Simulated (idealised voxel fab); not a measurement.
process module | voxel self aligned vias
cross-section cut | 180 nm wide | cells 5 nm
A cross-section is a grid of square cells, given in bands from the top down. A band is one or more rows of cells.
Each band's line starts with the height of the band's top and of its bottom, in nm. Then come its materials from left to right, each with its width in nm. One material with "throughout" fills the band from edge to edge. "air" is empty space.
Height 0 is the level under which the wafer as received is all one material. The lowest band goes on downwards, as in "0 down".
A width such as "30 to 40" changes by the same amount from each row of cells to the next, from the band's top row to its bottom row.
"no change" after a step means that no cell of the cross-section changed.
closed voids: empty space of 8 cells or more with no open way to the top, each as width x height at its distance from the left edge, in nm
after a step's settings: what the simulator itself notes on the step
overlay nm, on a step with a mask: how far to the right of its planned place the mask lay; to the left if negative
plan
1 op RECEIVE | material Si
2 op CONFORMAL_DEP | material SiO2 | thk nm 10
3 op CONFORMAL_DEP | material SiCN | thk nm 5
4 op DIRECTIONAL_DEP | material SiO2 | thk nm 20
5 op MASKED_ETCH | tone open | mask id LINES | width nm 25 | pitch nm 70 | etch materials SiO2 | depth nm 20 | overlay nm 0
6 op CONFORMAL_DEP | material TiN | thk nm 5
7 op FILL_DEP | material W | thk nm 10
8 op CMP | height nm 35
9 op SELECTIVE_ETCH | etch materials W Ru TiN | depth nm 5
10 op FILL_DEP | material SiN | thk nm 10
11 op CMP | height nm 35
12 op DIRECTIONAL_DEP | material SiO2 | thk nm 20
13 op PATTERN | tone open | mask id VIAS | material resist | width nm 45 | pitch nm 70 | thk nm 15 | overlay nm 0
14 op DIRECTIONAL_ETCH | etch materials SiO2 | depth nm 20
15 op DIRECTIONAL_ETCH | etch materials SiN | depth nm 5
16 op STRIP | etch materials resist
17 op CONFORMAL_DEP | material TiN | thk nm 5
18 op FILL_DEP | material Cu | thk nm 10
19 op CMP | height nm 55
20 op CONFORMAL_DEP | material SiN | thk nm 5
as received, after step 1
  0 down: Si throughout
  closed voids: none
a wafer at the end: this start, this plan, one mistake
  60 to 55: SiN throughout
  55 to 40: Cu 25 | TiN 5 | SiO2 45 | TiN 5 | Cu 15 | TiN 5 | SiO2 45 | TiN 5 | Cu 30
  40 to 35: TiN 30 | SiO2 45 | TiN 25 | SiO2 45 | TiN 35
  35 to 30: SiO2 40 | SiN 25 | SiO2 45 | SiN 25 | SiO2 45
  30 to 20: SiO2 40 | TiN 5 | W 15 | TiN 5 | SiO2 45 | TiN 5 | W 15 | TiN 5 | SiO2 45
  20 to 15: SiO2 40 | TiN 25 | SiO2 45 | TiN 25 | SiO2 45
  15 to 10: SiCN throughout
  10 to 0: SiO2 throughout
  0 down: Si throughout
  closed voids: none
what went wrong: step 13 ran as: op PATTERN | tone cover | mask id VIAS | material resist | width nm 45 | pitch nm 70 | thk nm 15 | overlay nm 0
